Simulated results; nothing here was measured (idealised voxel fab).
Title: Process Module voxel capacitor over wiring
Cross-section cut spans 270 nm and uses square cells 5 nm in size.
In this document a cross-section is written as a grid of square cells. It is given as a series of bands, listed from the top down, and a band is one or more rows of cells.
Read a band's entry like this: the first values are the height of its top and the height of its bottom in nm, and what follows is the sequence of materials from left to right, each with its width in nm. Note that "blank" is empty space, and that a single material marked "all across" reaches across the band from edge to edge.
Measure heights from 0. That's the level where, below it, the as-received wafer is all one material. The lowest band is bottomless and extends downward; write it as in "0 -> down".
Width spec "30..40" -> top row of cells at first value, bottom row at second value, equal per-row change in between.
No cell of the cross-section changed in a step that is given as "stayed the same".
Entry "Closed internal cavities". Content: empty spaces with no open connection to the top, size 8 cells or greater. Each: width x height at distance. Distance: from left edge. Unit: nm.
Read whatever lies past the settings on a step's line as the simulator's own remark about the step.
Steps that use a mask can have "overlay nm" on their line. It says how far the mask sat to the right of where it was meant to be. Negative means to the left.
Process steps - plan:
- 1: RECEIVE,material Si
- 2: CONFORMAL_DEP,material SiO2,thk nm 10
- 3: CONFORMAL_DEP,material SiN,thk nm 5
- 4: DIRECTIONAL_DEP,material SiO2,thk nm 20
- 5: MASKED_ETCH,tone open,mask id METAL_1,width nm 20,pitch nm 85,etch materials SiO2,depth nm 20,overlay nm 0
- 6: MASKED_ETCH,tone open,mask id METAL_1,width nm 20,pitch nm 85,etch materials SiN,depth nm 5,overlay nm 0
- 7: CONFORMAL_DEP,material TiN,thk nm 5
- 8: FILL_DEP,material Cu,thk nm 10
- 9: CMP,height nm 35
- 10: CONFORMAL_DEP,material SiCN,thk nm 5
- 11: DIRECTIONAL_DEP,material lowk,thk nm 20
- 12: DIRECTIONAL_DEP,material aC,thk nm 15
- 13: PATTERN,tone open,mask id PLUG_1,material resist,width nm 15,thk nm 35,overlay nm 0
- 14: DIRECTIONAL_ETCH,etch materials aC,depth nm 15
- 15: STRIP,etch materials resist
- 16: DIRECTIONAL_ETCH,etch materials lowk,depth nm 20
- 17: DIRECTIONAL_ETCH,etch materials SiCN,depth nm 5
- 18: STRIP,etch materials aC
- 19: CONFORMAL_DEP,material TiN,thk nm 5
- 20: FILL_DEP,material Ru,thk nm 5
- 21: CMP,height nm 60
- 22: DIRECTIONAL_DEP,material TiN,thk nm 10
- 23: DIRECTIONAL_DEP,material HfO2,thk nm 5
- 24: DIRECTIONAL_DEP,material TiN,thk nm 5
- 25: DIRECTIONAL_DEP,material aC,thk nm 10
- 26: PATTERN,tone cover,mask id UPPER_PLATE,material resist,width nm 70,thk nm 25,overlay nm 0
- 27: DIRECTIONAL_ETCH,etch materials aC,depth nm 10
- 28: STRIP,etch materials resist
- 29: DIRECTIONAL_ETCH,etch materials TiN,depth nm 5
- 30: DIRECTIONAL_ETCH,etch materials HfO2,depth nm 5
- 31: STRIP,etch materials aC
- 32: DIRECTIONAL_DEP,material aC,thk nm 15
- 33: PATTERN,tone cover,mask id LOWER_PLATE,material resist,width nm 80,thk nm 30,overlay nm 0
- 34: DIRECTIONAL_ETCH,etch materials aC,depth nm 15
- 35: STRIP,etch materials resist
- 36: DIRECTIONAL_ETCH,etch materials TiN,depth nm 10
- 37: STRIP,etch materials aC
- 38: FILL_DEP,material SiO2,thk nm 20
- 39: CMP,height nm 95
- 40: PATTERN,tone open,mask id PLUG_2,material resist,width nm 15,thk nm 15,overlay nm 0
- 41: DIRECTIONAL_ETCH,etch materials SiO2,depth nm 15
- 42: STRIP,etch materials resist
- 43: CONFORMAL_DEP,material TiN,thk nm 5
- 44: FILL_DEP,material Cu,thk nm 10
- 45: CMP,height nm 95
- 46: CONFORMAL_DEP,material SiCN,thk nm 5
Cross-sectional view of the wafer in its as-received condition, corresponding to the state after step 1:
- 0 -> down: Si all across
- Closed internal cavities: none
Post-module cross-section of the first of two wafers (run per plan):
- 100 -> 95: SiCN all across
- 95 -> 85: SiO2 95 / TiN 5 / Cu 5 / TiN 5 / SiO2 160
- 85 -> 75: SiO2 95..85 / TiN 15..70 / SiO2 160..115
- 75 -> 70: SiO2 85 / HfO2 70 / SiO2 115
- 70 -> 60: SiO2 80 / TiN 80 / SiO2 110
- 60 -> 40: lowk 85 / TiN 5 / Ru 5 / TiN 5 / lowk 170
- 40 -> 35: SiCN 85 / TiN 15 / SiCN 170
- 35 -> 15: SiO2 80 / TiN 5 / Cu 10 / TiN 5 / SiO2 65 / TiN 5 / Cu 10 / TiN 5 / SiO2 85
- 15 -> 10: SiN 80 / TiN 20 / SiN 65 / TiN 20 / SiN 85
- 10 -> 0: SiO2 all across
- 0 -> down: Si all across
- Closed internal cavities: none
Cross-section at end of module for the second wafer of two, which matched the first in starting point and plan and differed by one mistake in its processing:
- 100 -> 95: SiCN all across
- 95 -> 80: aC all across
- 80 -> 75: aC 85 / TiN 70 / aC 115
- 75 -> 70: aC 85 / HfO2 70 / aC 115
- 70 -> 60: aC 80 / TiN 80 / aC 110
- 60 -> 40: lowk 85 / TiN 5 / Ru 5 / TiN 5 / lowk 170
- 40 -> 35: SiCN 85 / TiN 15 / SiCN 170
- 35 -> 15: SiO2 80 / TiN 5 / Cu 10 / TiN 5 / SiO2 65 / TiN 5 / Cu 10 / TiN 5 / SiO2 85
- 15 -> 10: SiN 80 / TiN 20 / SiN 65 / TiN 20 / SiN 85
- 10 -> 0: SiO2 all across
- 0 -> down: Si all across
- Closed internal cavities: none
Heads up, the wafer didn't run the way we planned it: step 38 deviated from plan and actually ran as FILL_DEP,material aC,thk nm 20
End check, counted in cells, second wafer has more or fewer of these materials than the first: -2 Cu; -309 SiO2; -7 TiN; +318 aC
